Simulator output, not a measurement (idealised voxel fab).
voxel air gaps: a process module
Section shown: cut. Width: 230 nm. Cell size: 5 nm, square.
If you're reading a cross-section in this doc, picture square cells in a grid; it comes to you as bands, top ones listed first down to the bottom, and a band can be one or more rows of cells. Heads up on the band format: heights come first, top then bottom, in nm. After that it's the materials left to right, each with its width in nm. A single material flagged "everywhere" fills the whole band edge to edge, and "air" means there's empty space there. Height is counted from the level 0, under which the received wafer is composed throughout of one material. The lowest of the bands is not closed at the bottom but continues downward, in the notation "0 nm and below". Graded width ("30 to 40"): value in top row of band = first number; value in bottom row = second number; row-to-row change constant. "all unchanged" means the step left every cell of the cross-section as it was. This entry, "Enclosed cavities", enumerates those empty regions of no fewer than 8 cells that possess no open connection to the top. Each region is reported in the form width x height at distance, the distance being taken from the left edge, with all three quantities expressed in nm. Where a step's line continues beyond its settings, the continuation is a remark by the simulator itself on that step. overlay nm: how far to the right of its planned place the mask lay on this masked step (negative: to the left).

Set out below are the planned steps of the process:
1,RECEIVE with material Si
2,CONFORMAL_DEP with material SiO2, thk nm 10
3,CONFORMAL_DEP with material SiN, thk nm 5
4,DIRECTIONAL_DEP with material lowk, thk nm 40
5,DIRECTIONAL_DEP with material aC, thk nm 15
6,PATTERN with tone open, mask id LINES, material resist, width nm 20, pitch nm 45, thk nm 30, overlay nm -15
7,DIRECTIONAL_ETCH with etch materials aC, depth nm 15
8,STRIP with etch materials resist
9,DIRECTIONAL_ETCH with etch materials lowk, depth nm 40
10,STRIP with etch materials aC
11,CONFORMAL_DEP with material TiN, thk nm 5
12,FILL_DEP with material Cu, thk nm 5
13,CMP with height nm 55
14,EPI with material Ru, thk nm 10
15,SELECTIVE_ETCH with etch materials lowk, depth nm 50
16,CONFORMAL_DEP with material SiCN, thk nm 5
Where the wafers of this document differ is in the overlay nm of step 6; they start out the same, and the plan states the value that applied to the first wafer.

After step 1, as received: first of several wafers, cross-section:
* 0 nm and below: Si everywhere
* Enclosed cavities: none

The table below has one row for each wafer; a row shows, as of the end of the module, how many cells of each material the wafer has gained, marked (+), or lost, marked (-), since it was received, and then the wafer's closed voids:
overlay nm -15 | +42 Cu | +48 Ru | +122 SiCN | +46 SiN | +92 SiO2 | +54 TiN | Enclosed cavities: 15 x 30 at 70; 15 x 30 at 115
overlay nm -10 | +42 Cu | +48 Ru | +122 SiCN | +46 SiN | +92 SiO2 | +54 TiN | Enclosed cavities: 15 x 30 at 75; 15 x 30 at 120
overlay nm -5 | +42 Cu | +48 Ru | +122 SiCN | +46 SiN | +92 SiO2 | +54 TiN | Enclosed cavities: 15 x 30 at 80; 15 x 30 at 125
overlay nm 0 | +42 Cu | +48 Ru | +122 SiCN | +46 SiN | +92 SiO2 | +54 TiN | Enclosed cavities: 15 x 30 at 85; 15 x 30 at 130
overlay nm 5 | +42 Cu | +48 Ru | +122 SiCN | +46 SiN | +92 SiO2 | +54 TiN | Enclosed cavities: 15 x 30 at 90; 15 x 30 at 135
overlay nm 10 | +42 Cu | +48 Ru | +122 SiCN | +46 SiN | +92 SiO2 | +54 TiN | Enclosed cavities: 15 x 30 at 95; 15 x 30 at 140
overlay nm 15 | +42 Cu | +48 Ru | +122 SiCN | +46 SiN | +92 SiO2 | +54 TiN | Enclosed cavities: 15 x 30 at 100; 15 x 30 at 145
